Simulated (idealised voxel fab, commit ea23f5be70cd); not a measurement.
process module | voxel transistor to metal
cross-section cut | 180 nm wide | cells 5 nm
A cross-section is a grid of square cells, given in bands from the top down. A band is one or more rows of cells.
Each band's line starts with the height of the band's top and of its bottom, in nm. Then come its materials from left to right, each with its width in nm. One material with "throughout" fills the band from edge to edge. "air" is empty space.
Height 0 is the level under which the wafer as received is all one material. The lowest band goes on downwards, as in "0 down".
A width such as "30 to 40" changes by the same amount from each row of cells to the next, from the band's top row to its bottom row.
"no change" after a step means that no cell of the cross-section changed.
closed voids: empty space of 8 cells or more with no open way to the top, each as width x height at its distance from the left edge, in nm
after a step's settings: what the simulator itself notes on the step
overlay nm, on a step with a mask: how far to the right of its planned place the mask lay; to the left if negative
plan
1 op RECEIVE | material Si
2 op CONFORMAL_DEP | material SiO2 | thk nm 5
3 op CONFORMAL_DEP | material SiN | thk nm 10
4 op PATTERN | tone cover | mask id ACTIVE | material resist | width nm 105 | thk nm 20 | overlay nm 0
5 op DIRECTIONAL_ETCH | etch materials SiN | depth nm 10
6 op DIRECTIONAL_ETCH | etch materials SiO2 | depth nm 5
7 op DIRECTIONAL_ETCH | etch materials Si | depth nm 20
8 op STRIP | etch materials resist
9 op OXIDIZE | depth nm 5
10 op FILL_DEP | material SiO2 | thk nm 10
11 op CMP | height nm 15
12 op SELECTIVE_ETCH | etch materials SiO2 | depth nm 5
13 op STRIP | etch materials SiN
14 op SELECTIVE_ETCH | etch materials SiO2 | depth nm 5
15 op OXIDIZE | depth nm 5
16 op DIRECTIONAL_DEP | material polySi | thk nm 20
17 op DIRECTIONAL_DEP | material SiCN | thk nm 10
18 op PATTERN | tone cover | mask id GATE | material resist | width nm 25 | thk nm 20 | overlay nm 0
19 op DIRECTIONAL_ETCH | etch materials SiCN | depth nm 20
20 op DIRECTIONAL_ETCH | etch materials polySi | depth nm 30
21 op STRIP | etch materials resist
22 op CONFORMAL_DEP | material SiN | thk nm 10
23 op DIRECTIONAL_ETCH | etch materials SiN | depth nm 10
24 op DIRECTIONAL_ETCH | etch materials SiO2 | depth nm 5
25 op DIRECTIONAL_ETCH | etch materials Si | depth nm 10
26 op EPI | material nSi | thk nm 10
27 op FILL_DEP | material SiO2 | thk nm 10
28 op CMP | height nm 30
29 op DIRECTIONAL_DEP | material SiO2 | thk nm 10
30 op DIRECTIONAL_DEP | material aC | thk nm 15
31 op PATTERN | tone open | mask id CONTACT | material resist | width nm 25 | pitch nm 60 | thk nm 35 | overlay nm 0
32 op DIRECTIONAL_ETCH | etch materials aC | depth nm 15
33 op STRIP | etch materials resist
34 op DIRECTIONAL_ETCH | etch materials SiO2 | depth nm 45
35 op STRIP | etch materials aC
36 op CONFORMAL_DEP | material TiN | thk nm 5
37 op FILL_DEP | material Ru | thk nm 10
38 op CMP | height nm 40
39 op DIRECTIONAL_DEP | material TiN | thk nm 5
40 op DIRECTIONAL_DEP | material W | thk nm 25
41 op DIRECTIONAL_DEP | material aC | thk nm 15
42 op PATTERN | tone cover | mask id METAL_1 | material resist | width nm 15 | pitch nm 70 | thk nm 35 | overlay nm 0
43 op DIRECTIONAL_ETCH | etch materials aC | depth nm 15
44 op STRIP | etch materials resist
45 op DIRECTIONAL_ETCH | etch materials W | depth nm 25
46 op DIRECTIONAL_ETCH | etch materials TiN | depth nm 5
47 op STRIP | etch materials aC
48 op CONFORMAL_DEP | material SiN | thk nm 5
49 op FILL_DEP | material lowk | thk nm 10
50 op CMP | height nm 70
51 op CONFORMAL_DEP | material SiCN | thk nm 5
52 op DIRECTIONAL_DEP | material lowk | thk nm 30
53 op DIRECTIONAL_DEP | material aC | thk nm 15
54 op PATTERN | tone open | mask id METAL_2 | material resist | width nm 15 | pitch nm 70 | thk nm 35 | overlay nm 0
55 op DIRECTIONAL_ETCH | etch materials aC | depth nm 15
56 op STRIP | etch materials resist
57 op DIRECTIONAL_ETCH | etch materials lowk | depth nm 15
58 op STRIP | etch materials aC
59 op MASKED_ETCH | tone open | mask id METAL_2_HOLES | width nm 15 | pitch nm 70 | etch materials lowk | depth nm 15 | overlay nm 0
60 op MASKED_ETCH | tone open | mask id METAL_2_HOLES | width nm 15 | pitch nm 70 | etch materials SiCN | depth nm 5 | overlay nm 0
61 op CONFORMAL_DEP | material TiN | thk nm 5
62 op FILL_DEP | material Cu | thk nm 10
63 op CMP | height nm 105
64 op CONFORMAL_DEP | material SiCN | thk nm 5
first wafer, as planned
as received, after step 1
  0 down: Si throughout
  closed voids: none
after step 2
  5 to 0: SiO2 throughout
  below 0: unchanged
after step 3
  15 to 5: SiN throughout
  below 5: unchanged
after step 4
  35 to 15: air 35 | resist 105 | air 40
  below 15: unchanged
after step 5
  35 to 15: air 35 | resist 105 | air 40
  15 to 5: air 35 | SiN 105 | air 40
  below 5: unchanged
after step 6
  35 to 15: air 35 | resist 105 | air 40
  15 to 5: air 35 | SiN 105 | air 40
  5 to 0: air 35 | SiO2 105 | air 40
  below 0: unchanged
after step 7
  35 to 15: air 35 | resist 105 | air 40
  15 to 5: air 35 | SiN 105 | air 40
  5 to 0: air 35 | SiO2 105 | air 40
  0 to -20: air 35 | Si 105 | air 40
  below -20: unchanged
after step 8
  15 to 5: air 35 | SiN 105 | air 40
  below 5: unchanged
after step 9
  15 to 5: air 35 | SiN 105 | air 40
  5 to 0: air 35 | SiO2 105 | air 40
  0 to -20: air 35 | SiO2 5 | Si 95 | SiO2 5 | air 40
  -20 to -25: SiO2 40 | Si 95 | SiO2 45
  below -25: unchanged
after step 10
  25 to 15: SiO2 throughout
  15 to 5: SiO2 35 | SiN 105 | SiO2 40
  5 to 0: SiO2 throughout
  0 to -25: SiO2 40 | Si 95 | SiO2 45
  below -25: unchanged
after step 11
  15 to 5: SiO2 35 | SiN 105 | SiO2 40
  below 5: unchanged
after step 12
  15 to 10: air 35 | SiN 105 | air 40
  below 10: unchanged
after step 13
  10 to 5: SiO2 35 | air 105 | SiO2 40
  below 5: unchanged
after step 14
  5 to 0: SiO2 30 | air 115 | SiO2 35
  below 0: unchanged
after step 15
  5 to 0: SiO2 30 | air 115 | SiO2 35
  0 to -5: SiO2 throughout
  below -5: unchanged
after step 16
  25 to 20: polySi 30 | air 115 | polySi 35
  20 to 5: polySi throughout
  5 to 0: SiO2 30 | polySi 115 | SiO2 35
  below 0: unchanged
after step 17
  35 to 30: SiCN 30 | air 115 | SiCN 35
  30 to 25: SiCN throughout
  25 to 20: polySi 30 | SiCN 115 | polySi 35
  below 20: unchanged
after step 18
  55 to 35: air 75 | resist 25 | air 80
  35 to 30: SiCN 30 | air 45 | resist 25 | air 45 | SiCN 35
  below 30: unchanged
after step 19
  55 to 30: air 75 | resist 25 | air 80
  30 to 25: air 75 | SiCN 25 | air 80
  25 to 20: polySi 30 | air 45 | SiCN 25 | air 45 | polySi 35
  below 20: unchanged
after step 20
  55 to 30: air 75 | resist 25 | air 80
  30 to 20: air 75 | SiCN 25 | air 80
  20 to 5: air 75 | polySi 25 | air 80
  5 to 0: SiO2 30 | air 45 | polySi 25 | air 45 | SiO2 35
  below 0: unchanged
after step 21
  30 to 20: air 75 | SiCN 25 | air 80
  below 20: unchanged
after step 22
  40 to 30: air 65 | SiN 45 | air 70
  30 to 20: air 65 | SiN 10 | SiCN 25 | SiN 10 | air 70
  20 to 15: air 65 | SiN 10 | polySi 25 | SiN 10 | air 70
  15 to 10: SiN 40 | air 25 | SiN 10 | polySi 25 | SiN 10 | air 25 | SiN 45
  10 to 5: SiN 75 | polySi 25 | SiN 80
  5 to 0: SiO2 30 | SiN 45 | polySi 25 | SiN 45 | SiO2 35
  below 0: unchanged
after step 23
  30 to 20: air 65 | SiN 10 | SiCN 25 | SiN 10 | air 70
  20 to 5: air 65 | SiN 10 | polySi 25 | SiN 10 | air 70
  5 to 0: SiO2 30 | SiN 10 | air 25 | SiN 10 | polySi 25 | SiN 10 | air 25 | SiN 10 | SiO2 35
  below 0: unchanged
after step 24
  30 to 20: air 65 | SiN 10 | SiCN 25 | SiN 10 | air 70
  20 to 5: air 65 | SiN 10 | polySi 25 | SiN 10 | air 70
  5 to 0: air 30 | SiN 10 | air 25 | SiN 10 | polySi 25 | SiN 10 | air 25 | SiN 10 | air 35
  0 to -5: SiO2 40 | air 25 | SiO2 45 | air 25 | SiO2 45
  below -5: unchanged
after step 25
  30 to 20: air 65 | SiN 10 | SiCN 25 | SiN 10 | air 70
  20 to 5: air 65 | SiN 10 | polySi 25 | SiN 10 | air 70
  5 to 0: air 30 | SiN 10 | air 25 | SiN 10 | polySi 25 | SiN 10 | air 25 | SiN 10 | air 35
  0 to -5: SiO2 40 | air 25 | SiO2 45 | air 25 | SiO2 45
  -5 to -15: SiO2 40 | air 25 | Si 45 | air 25 | SiO2 45
  below -15: unchanged
after step 26
  30 to 20: air 65 | SiN 10 | SiCN 25 | SiN 10 | air 70
  20 to 5: air 65 | SiN 10 | polySi 25 | SiN 10 | air 70
  5 to 0: air 30 | SiN 10 | air 15 | nSi 10 | SiN 10 | polySi 25 | SiN 10 | nSi 10 | air 15 | SiN 10 | air 35
  0 to -5: SiO2 40 | air 15 | nSi 10 | SiO2 45 | nSi 10 | air 15 | SiO2 45
  -5 to -15: SiO2 40 | nSi 25 | Si 45 | nSi 25 | SiO2 45
  below -15: unchanged
after step 27
  40 to 30: SiO2 throughout
  30 to 20: SiO2 65 | SiN 10 | SiCN 25 | SiN 10 | SiO2 70
  20 to 5: SiO2 65 | SiN 10 | polySi 25 | SiN 10 | SiO2 70
  5 to 0: SiO2 30 | SiN 10 | SiO2 15 | nSi 10 | SiN 10 | polySi 25 | SiN 10 | nSi 10 | SiO2 15 | SiN 10 | SiO2 35
  0 to -5: SiO2 55 | nSi 10 | SiO2 45 | nSi 10 | SiO2 60
  below -5: unchanged
after step 28
  30 to 20: SiO2 65 | SiN 10 | SiCN 25 | SiN 10 | SiO2 70
  below 20: unchanged
after step 29
  40 to 30: SiO2 throughout
  below 30: unchanged
after step 30
  55 to 40: aC throughout
  below 40: unchanged
after step 31
  90 to 55: resist 45 | air 25 | resist 35 | air 25 | resist 50
  below 55: unchanged
after step 32
  75 to 55: resist 45 | air 25 | resist 35 | air 25 | resist 50
  55 to 40: aC 45 | air 25 | aC 35 | air 25 | aC 50
  below 40: unchanged
after step 33
  55 to 40: aC 45 | air 25 | aC 35 | air 25 | aC 50
  below 40: unchanged
after step 34
  55 to 40: aC 45 | air 25 | aC 35 | air 25 | aC 50
  40 to 30: SiO2 45 | air 25 | SiO2 35 | air 25 | SiO2 50
  30 to 20: SiO2 45 | air 20 | SiN 10 | SiCN 25 | SiN 10 | air 20 | SiO2 50
  20 to 5: SiO2 45 | air 20 | SiN 10 | polySi 25 | SiN 10 | air 20 | SiO2 50
  5 to 0: SiO2 30 | SiN 10 | SiO2 5 | air 10 | nSi 10 | SiN 10 | polySi 25 | SiN 10 | nSi 10 | air 10 | SiO2 5 | SiN 10 | SiO2 35
  0 to -5: SiO2 45 | air 10 | nSi 10 | SiO2 45 | nSi 10 | air 10 | SiO2 50
  below -5: unchanged
after step 35
  40 to 30: SiO2 45 | air 25 | SiO2 35 | air 25 | SiO2 50
  below 30: unchanged
after step 36
  45 to 40: TiN 50 | air 15 | TiN 45 | air 15 | TiN 55
  40 to 30: SiO2 45 | TiN 5 | air 15 to 10 | TiN 5 to 10 | SiO2 35 | TiN 5 to 10 | air 15 to 10 | TiN 5 | SiO2 50
  30 to 20: SiO2 45 | TiN 5 | air 10 | TiN 5 | SiN 10 | SiCN 25 | SiN 10 | TiN 5 | air 10 | TiN 5 | SiO2 50
  20 to 10: SiO2 45 | TiN 5 | air 10 | TiN 5 | SiN 10 | polySi 25 | SiN 10 | TiN 5 | air 10 | TiN 5 | SiO2 50
  10 to 5: SiO2 45 | TiN 20 | SiN 10 | polySi 25 | SiN 10 | TiN 20 | SiO2 50
  5 to 0: SiO2 30 | SiN 10 | SiO2 5 | TiN 10 | nSi 10 | SiN 10 | polySi 25 | SiN 10 | nSi 10 | TiN 10 | SiO2 5 | SiN 10 | SiO2 35
  0 to -5: SiO2 45 | TiN 10 | nSi 10 | SiO2 45 | nSi 10 | TiN 10 | SiO2 50
  below -5: unchanged
after step 37
  55 to 45: Ru throughout
  45 to 40: TiN 50 | Ru 15 | TiN 45 | Ru 15 | TiN 55
  40 to 30: SiO2 45 | TiN 5 | Ru 15 to 10 | TiN 5 to 10 | SiO2 35 | TiN 5 to 10 | Ru 15 to 10 | TiN 5 | SiO2 50
  30 to 20: SiO2 45 | TiN 5 | Ru 10 | TiN 5 | SiN 10 | SiCN 25 | SiN 10 | TiN 5 | Ru 10 | TiN 5 | SiO2 50
  20 to 10: SiO2 45 | TiN 5 | Ru 10 | TiN 5 | SiN 10 | polySi 25 | SiN 10 | TiN 5 | Ru 10 | TiN 5 | SiO2 50
  below 10: unchanged
after step 38
  40 to 30: SiO2 45 | TiN 5 | Ru 15 to 10 | TiN 5 to 10 | SiO2 35 | TiN 5 to 10 | Ru 15 to 10 | TiN 5 | SiO2 50
  below 30: unchanged
after step 39
  45 to 40: TiN throughout
  below 40: unchanged
after step 40
  70 to 45: W throughout
  below 45: unchanged
after step 41
  85 to 70: aC throughout
  below 70: unchanged
after step 42
  120 to 85: air 45 | resist 15 | air 55 | resist 15 | air 50
  below 85: unchanged
after step 43
  105 to 85: air 45 | resist 15 | air 55 | resist 15 | air 50
  85 to 70: air 45 | aC 15 | air 55 | aC 15 | air 50
  below 70: unchanged
after step 44
  85 to 70: air 45 | aC 15 | air 55 | aC 15 | air 50
  below 70: unchanged
after step 45
  85 to 70: air 45 | aC 15 | air 55 | aC 15 | air 50
  70 to 45: air 45 | W 15 | air 55 | W 15 | air 50
  below 45: unchanged
after step 46
  85 to 70: air 45 | aC 15 | air 55 | aC 15 | air 50
  70 to 45: air 45 | W 15 | air 55 | W 15 | air 50
  45 to 40: air 45 | TiN 15 | air 55 | TiN 15 | air 50
  below 40: unchanged
after step 47
  70 to 45: air 45 | W 15 | air 55 | W 15 | air 50
  below 45: unchanged
after step 48
  75 to 70: air 40 | SiN 25 | air 45 | SiN 25 | air 45
  70 to 45: air 40 | SiN 5 | W 15 | SiN 5 | air 45 | SiN 5 | W 15 | SiN 5 | air 45
  45 to 40: SiN 45 | TiN 15 | SiN 55 | TiN 15 | SiN 50
  below 40: unchanged
after step 49
  85 to 75: lowk throughout
  75 to 70: lowk 40 | SiN 25 | lowk 45 | SiN 25 | lowk 45
  70 to 45: lowk 40 | SiN 5 | W 15 | SiN 5 | lowk 45 | SiN 5 | W 15 | SiN 5 | lowk 45
  below 45: unchanged
after step 50
  70 to 45: lowk 40 | SiN 5 | W 15 | SiN 5 | lowk 45 | SiN 5 | W 15 | SiN 5 | lowk 45
  below 45: unchanged
after step 51
  75 to 70: SiCN throughout
  below 70: unchanged
after step 52
  105 to 75: lowk throughout
  below 75: unchanged
after step 53
  120 to 105: aC throughout
  below 105: unchanged
after step 54
  155 to 120: resist 45 | air 15 | resist 55 | air 15 | resist 50
  below 120: unchanged
after step 55
  140 to 120: resist 45 | air 15 | resist 55 | air 15 | resist 50
  120 to 105: aC 45 | air 15 | aC 55 | air 15 | aC 50
  below 105: unchanged
after step 56
  120 to 105: aC 45 | air 15 | aC 55 | air 15 | aC 50
  below 105: unchanged
after step 57
  120 to 105: aC 45 | air 15 | aC 55 | air 15 | aC 50
  105 to 90: lowk 45 | air 15 | lowk 55 | air 15 | lowk 50
  below 90: unchanged
after step 58
  105 to 90: lowk 45 | air 15 | lowk 55 | air 15 | lowk 50
  below 90: unchanged
after step 59
  105 to 75: lowk 45 | air 15 | lowk 55 | air 15 | lowk 50
  below 75: unchanged
after step 60
  105 to 75: lowk 45 | air 15 | lowk 55 | air 15 | lowk 50
  75 to 70: SiCN 45 | air 15 | SiCN 55 | air 15 | SiCN 50
  below 70: unchanged
after step 61
  110 to 105: TiN 50 | air 5 | TiN 65 | air 5 | TiN 55
  105 to 75: lowk 45 | TiN 5 | air 5 | TiN 5 | lowk 55 | TiN 5 | air 5 | TiN 5 | lowk 50
  75 to 70: SiCN 45 | TiN 15 | SiCN 55 | TiN 15 | SiCN 50
  below 70: unchanged
after step 62
  120 to 110: Cu throughout
  110 to 105: TiN 50 | Cu 5 | TiN 65 | Cu 5 | TiN 55
  105 to 75: lowk 45 | TiN 5 | Cu 5 | TiN 5 | lowk 55 | TiN 5 | Cu 5 | TiN 5 | lowk 50
  below 75: unchanged
after step 63
  105 to 75: lowk 45 | TiN 5 | Cu 5 | TiN 5 | lowk 55 | TiN 5 | Cu 5 | TiN 5 | lowk 50
  below 75: unchanged
after step 64
  110 to 105: SiCN throughout
  below 105: unchanged
second wafer: like start, like plan, one mistake. Through step 6 it matches the first wafer
when step 7 should have ended
  35 to 15: air 35 | resist 105 | air 40
  15 to 5: air 35 | SiN 105 | air 40
  5 to 0: air 35 | SiO2 105 | air 40
  0 to -40: air 35 | Si 105 | air 40
  below -40: unchanged
when step 8 should have ended
  15 to 5: air 35 | SiN 105 | air 40
  below 5: unchanged
when step 9 should have ended
  15 to 5: air 35 | SiN 105 | air 40
  5 to 0: air 35 | SiO2 105 | air 40
  0 to -40: air 35 | SiO2 5 | Si 95 | SiO2 5 | air 40
  -40 to -45: SiO2 40 | Si 95 | SiO2 45
  below -45: unchanged
when step 10 should have ended
  25 to 15: SiO2 throughout
  15 to 5: SiO2 35 | SiN 105 | SiO2 40
  5 to 0: SiO2 throughout
  0 to -45: SiO2 40 | Si 95 | SiO2 45
  below -45: unchanged
when step 11 should have ended
  15 to 5: SiO2 35 | SiN 105 | SiO2 40
  below 5: unchanged
when step 12 should have ended
  15 to 10: air 35 | SiN 105 | air 40
  below 10: unchanged
when step 13 should have ended
  10 to 5: SiO2 35 | air 105 | SiO2 40
  below 5: unchanged
when step 14 should have ended
  5 to 0: SiO2 30 | air 115 | SiO2 35
  below 0: unchanged
when step 15 should have ended
  5 to 0: SiO2 30 | air 115 | SiO2 35
  0 to -5: SiO2 throughout
  below -5: unchanged
when step 16 should have ended
  25 to 20: polySi 30 | air 115 | polySi 35
  20 to 5: polySi throughout
  5 to 0: SiO2 30 | polySi 115 | SiO2 35
  below 0: unchanged
when step 17 should have ended
  35 to 30: SiCN 30 | air 115 | SiCN 35
  30 to 25: SiCN throughout
  25 to 20: polySi 30 | SiCN 115 | polySi 35
  below 20: unchanged
when step 18 should have ended
  55 to 35: air 75 | resist 25 | air 80
  35 to 30: SiCN 30 | air 45 | resist 25 | air 45 | SiCN 35
  below 30: unchanged
when step 19 should have ended
  55 to 30: air 75 | resist 25 | air 80
  30 to 25: air 75 | SiCN 25 | air 80
  25 to 20: polySi 30 | air 45 | SiCN 25 | air 45 | polySi 35
  below 20: unchanged
when step 20 should have ended
  55 to 30: air 75 | resist 25 | air 80
  30 to 20: air 75 | SiCN 25 | air 80
  20 to 5: air 75 | polySi 25 | air 80
  5 to 0: SiO2 30 | air 45 | polySi 25 | air 45 | SiO2 35
  below 0: unchanged
when step 21 should have ended
  30 to 20: air 75 | SiCN 25 | air 80
  below 20: unchanged
when step 22 should have ended
  40 to 30: air 65 | SiN 45 | air 70
  30 to 20: air 65 | SiN 10 | SiCN 25 | SiN 10 | air 70
  20 to 15: air 65 | SiN 10 | polySi 25 | SiN 10 | air 70
  15 to 10: SiN 40 | air 25 | SiN 10 | polySi 25 | SiN 10 | air 25 | SiN 45
  10 to 5: SiN 75 | polySi 25 | SiN 80
  5 to 0: SiO2 30 | SiN 45 | polySi 25 | SiN 45 | SiO2 35
  below 0: unchanged
when step 23 should have ended
  30 to 20: air 65 | SiN 10 | SiCN 25 | SiN 10 | air 70
  20 to 5: air 65 | SiN 10 | polySi 25 | SiN 10 | air 70
  5 to 0: SiO2 30 | SiN 10 | air 25 | SiN 10 | polySi 25 | SiN 10 | air 25 | SiN 10 | SiO2 35
  below 0: unchanged
when step 24 should have ended
  30 to 20: air 65 | SiN 10 | SiCN 25 | SiN 10 | air 70
  20 to 5: air 65 | SiN 10 | polySi 25 | SiN 10 | air 70
  5 to 0: air 30 | SiN 10 | air 25 | SiN 10 | polySi 25 | SiN 10 | air 25 | SiN 10 | air 35
  0 to -5: SiO2 40 | air 25 | SiO2 45 | air 25 | SiO2 45
  below -5: unchanged
when step 25 should have ended
  30 to 20: air 65 | SiN 10 | SiCN 25 | SiN 10 | air 70
  20 to 5: air 65 | SiN 10 | polySi 25 | SiN 10 | air 70
  5 to 0: air 30 | SiN 10 | air 25 | SiN 10 | polySi 25 | SiN 10 | air 25 | SiN 10 | air 35
  0 to -5: SiO2 40 | air 25 | SiO2 45 | air 25 | SiO2 45
  -5 to -15: SiO2 40 | air 25 | Si 45 | air 25 | SiO2 45
  below -15: unchanged
when step 26 should have ended
  30 to 20: air 65 | SiN 10 | SiCN 25 | SiN 10 | air 70
  20 to 5: air 65 | SiN 10 | polySi 25 | SiN 10 | air 70
  5 to 0: air 30 | SiN 10 | air 15 | nSi 10 | SiN 10 | polySi 25 | SiN 10 | nSi 10 | air 15 | SiN 10 | air 35
  0 to -5: SiO2 40 | air 15 | nSi 10 | SiO2 45 | nSi 10 | air 15 | SiO2 45
  -5 to -15: SiO2 40 | nSi 25 | Si 45 | nSi 25 | SiO2 45
  below -15: unchanged
when step 27 should have ended
  40 to 30: SiO2 throughout
  30 to 20: SiO2 65 | SiN 10 | SiCN 25 | SiN 10 | SiO2 70
  20 to 5: SiO2 65 | SiN 10 | polySi 25 | SiN 10 | SiO2 70
  5 to 0: SiO2 30 | SiN 10 | SiO2 15 | nSi 10 | SiN 10 | polySi 25 | SiN 10 | nSi 10 | SiO2 15 | SiN 10 | SiO2 35
  0 to -5: SiO2 55 | nSi 10 | SiO2 45 | nSi 10 | SiO2 60
  below -5: unchanged
when step 28 should have ended
  30 to 20: SiO2 65 | SiN 10 | SiCN 25 | SiN 10 | SiO2 70
  below 20: unchanged
when step 29 should have ended
  40 to 30: SiO2 throughout
  below 30: unchanged
when step 30 should have ended
  55 to 40: aC throughout
  below 40: unchanged
when step 31 should have ended
  90 to 55: resist 45 | air 25 | resist 35 | air 25 | resist 50
  below 55: unchanged
when step 32 should have ended
  75 to 55: resist 45 | air 25 | resist 35 | air 25 | resist 50
  55 to 40: aC 45 | air 25 | aC 35 | air 25 | aC 50
  below 40: unchanged
when step 33 should have ended
  55 to 40: aC 45 | air 25 | aC 35 | air 25 | aC 50
  below 40: unchanged
when step 34 should have ended
  55 to 40: aC 45 | air 25 | aC 35 | air 25 | aC 50
  40 to 30: SiO2 45 | air 25 | SiO2 35 | air 25 | SiO2 50
  30 to 20: SiO2 45 | air 20 | SiN 10 | SiCN 25 | SiN 10 | air 20 | SiO2 50
  20 to 5: SiO2 45 | air 20 | SiN 10 | polySi 25 | SiN 10 | air 20 | SiO2 50
  5 to 0: SiO2 30 | SiN 10 | SiO2 5 | air 10 | nSi 10 | SiN 10 | polySi 25 | SiN 10 | nSi 10 | air 10 | SiO2 5 | SiN 10 | SiO2 35
  0 to -5: SiO2 45 | air 10 | nSi 10 | SiO2 45 | nSi 10 | air 10 | SiO2 50
  below -5: unchanged
when step 35 should have ended
  40 to 30: SiO2 45 | air 25 | SiO2 35 | air 25 | SiO2 50
  below 30: unchanged
when step 36 should have ended
  45 to 40: TiN 50 | air 15 | TiN 45 | air 15 | TiN 55
  40 to 30: SiO2 45 | TiN 5 | air 15 to 10 | TiN 5 to 10 | SiO2 35 | TiN 5 to 10 | air 15 to 10 | TiN 5 | SiO2 50
  30 to 20: SiO2 45 | TiN 5 | air 10 | TiN 5 | SiN 10 | SiCN 25 | SiN 10 | TiN 5 | air 10 | TiN 5 | SiO2 50
  20 to 10: SiO2 45 | TiN 5 | air 10 | TiN 5 | SiN 10 | polySi 25 | SiN 10 | TiN 5 | air 10 | TiN 5 | SiO2 50
  10 to 5: SiO2 45 | TiN 20 | SiN 10 | polySi 25 | SiN 10 | TiN 20 | SiO2 50
  5 to 0: SiO2 30 | SiN 10 | SiO2 5 | TiN 10 | nSi 10 | SiN 10 | polySi 25 | SiN 10 | nSi 10 | TiN 10 | SiO2 5 | SiN 10 | SiO2 35
  0 to -5: SiO2 45 | TiN 10 | nSi 10 | SiO2 45 | nSi 10 | TiN 10 | SiO2 50
  below -5: unchanged
when step 37 should have ended
  55 to 45: Ru throughout
  45 to 40: TiN 50 | Ru 15 | TiN 45 | Ru 15 | TiN 55
  40 to 30: SiO2 45 | TiN 5 | Ru 15 to 10 | TiN 5 to 10 | SiO2 35 | TiN 5 to 10 | Ru 15 to 10 | TiN 5 | SiO2 50
  30 to 20: SiO2 45 | TiN 5 | Ru 10 | TiN 5 | SiN 10 | SiCN 25 | SiN 10 | TiN 5 | Ru 10 | TiN 5 | SiO2 50
  20 to 10: SiO2 45 | TiN 5 | Ru 10 | TiN 5 | SiN 10 | polySi 25 | SiN 10 | TiN 5 | Ru 10 | TiN 5 | SiO2 50
  below 10: unchanged
when step 38 should have ended
  40 to 30: SiO2 45 | TiN 5 | Ru 15 to 10 | TiN 5 to 10 | SiO2 35 | TiN 5 to 10 | Ru 15 to 10 | TiN 5 | SiO2 50
  below 30: unchanged
when step 39 should have ended
  45 to 40: TiN throughout
  below 40: unchanged
when step 40 should have ended
  70 to 45: W throughout
  below 45: unchanged
when step 41 should have ended
  85 to 70: aC throughout
  below 70: unchanged
when step 42 should have ended
  120 to 85: air 45 | resist 15 | air 55 | resist 15 | air 50
  below 85: unchanged
when step 43 should have ended
  105 to 85: air 45 | resist 15 | air 55 | resist 15 | air 50
  85 to 70: air 45 | aC 15 | air 55 | aC 15 | air 50
  below 70: unchanged
when step 44 should have ended
  85 to 70: air 45 | aC 15 | air 55 | aC 15 | air 50
  below 70: unchanged
when step 45 should have ended
  85 to 70: air 45 | aC 15 | air 55 | aC 15 | air 50
  70 to 45: air 45 | W 15 | air 55 | W 15 | air 50
  below 45: unchanged
when step 46 should have ended
  85 to 70: air 45 | aC 15 | air 55 | aC 15 | air 50
  70 to 45: air 45 | W 15 | air 55 | W 15 | air 50
  45 to 40: air 45 | TiN 15 | air 55 | TiN 15 | air 50
  below 40: unchanged
when step 47 should have ended
  70 to 45: air 45 | W 15 | air 55 | W 15 | air 50
  below 45: unchanged
when step 48 should have ended
  75 to 70: air 40 | SiN 25 | air 45 | SiN 25 | air 45
  70 to 45: air 40 | SiN 5 | W 15 | SiN 5 | air 45 | SiN 5 | W 15 | SiN 5 | air 45
  45 to 40: SiN 45 | TiN 15 | SiN 55 | TiN 15 | SiN 50
  below 40: unchanged
when step 49 should have ended
  85 to 75: lowk throughout
  75 to 70: lowk 40 | SiN 25 | lowk 45 | SiN 25 | lowk 45
  70 to 45: lowk 40 | SiN 5 | W 15 | SiN 5 | lowk 45 | SiN 5 | W 15 | SiN 5 | lowk 45
  below 45: unchanged
when step 50 should have ended
  70 to 45: lowk 40 | SiN 5 | W 15 | SiN 5 | lowk 45 | SiN 5 | W 15 | SiN 5 | lowk 45
  below 45: unchanged
when step 51 should have ended
  75 to 70: SiCN throughout
  below 70: unchanged
when step 52 should have ended
  105 to 75: lowk throughout
  below 75: unchanged
when step 53 should have ended
  120 to 105: aC throughout
  below 105: unchanged
when step 54 should have ended
  155 to 120: resist 45 | air 15 | resist 55 | air 15 | resist 50
  below 120: unchanged
when step 55 should have ended
  140 to 120: resist 45 | air 15 | resist 55 | air 15 | resist 50
  120 to 105: aC 45 | air 15 | aC 55 | air 15 | aC 50
  below 105: unchanged
when step 56 should have ended
  120 to 105: aC 45 | air 15 | aC 55 | air 15 | aC 50
  below 105: unchanged
when step 57 should have ended
  120 to 105: aC 45 | air 15 | aC 55 | air 15 | aC 50
  105 to 90: lowk 45 | air 15 | lowk 55 | air 15 | lowk 50
  below 90: unchanged
when step 58 should have ended
  105 to 90: lowk 45 | air 15 | lowk 55 | air 15 | lowk 50
  below 90: unchanged
when step 59 should have ended
  105 to 75: lowk 45 | air 15 | lowk 55 | air 15 | lowk 50
  below 75: unchanged
when step 60 should have ended
  105 to 75: lowk 45 | air 15 | lowk 55 | air 15 | lowk 50
  75 to 70: SiCN 45 | air 15 | SiCN 55 | air 15 | SiCN 50
  below 70: unchanged
when step 61 should have ended
  110 to 105: TiN 50 | air 5 | TiN 65 | air 5 | TiN 55
  105 to 75: lowk 45 | TiN 5 | air 5 | TiN 5 | lowk 55 | TiN 5 | air 5 | TiN 5 | lowk 50
  75 to 70: SiCN 45 | TiN 15 | SiCN 55 | TiN 15 | SiCN 50
  below 70: unchanged
when step 62 should have ended
  120 to 110: Cu throughout
  110 to 105: TiN 50 | Cu 5 | TiN 65 | Cu 5 | TiN 55
  105 to 75: lowk 45 | TiN 5 | Cu 5 | TiN 5 | lowk 55 | TiN 5 | Cu 5 | TiN 5 | lowk 50
  below 75: unchanged
when step 63 should have ended
  105 to 75: lowk 45 | TiN 5 | Cu 5 | TiN 5 | lowk 55 | TiN 5 | Cu 5 | TiN 5 | lowk 50
  below 75: unchanged
when step 64 should have ended
  110 to 105: SiCN throughout
  below 105: unchanged
what went wrong: step 7 was run twice
at the end the second wafer has, in cells: 68 fewer of Si | 68 more of SiO2
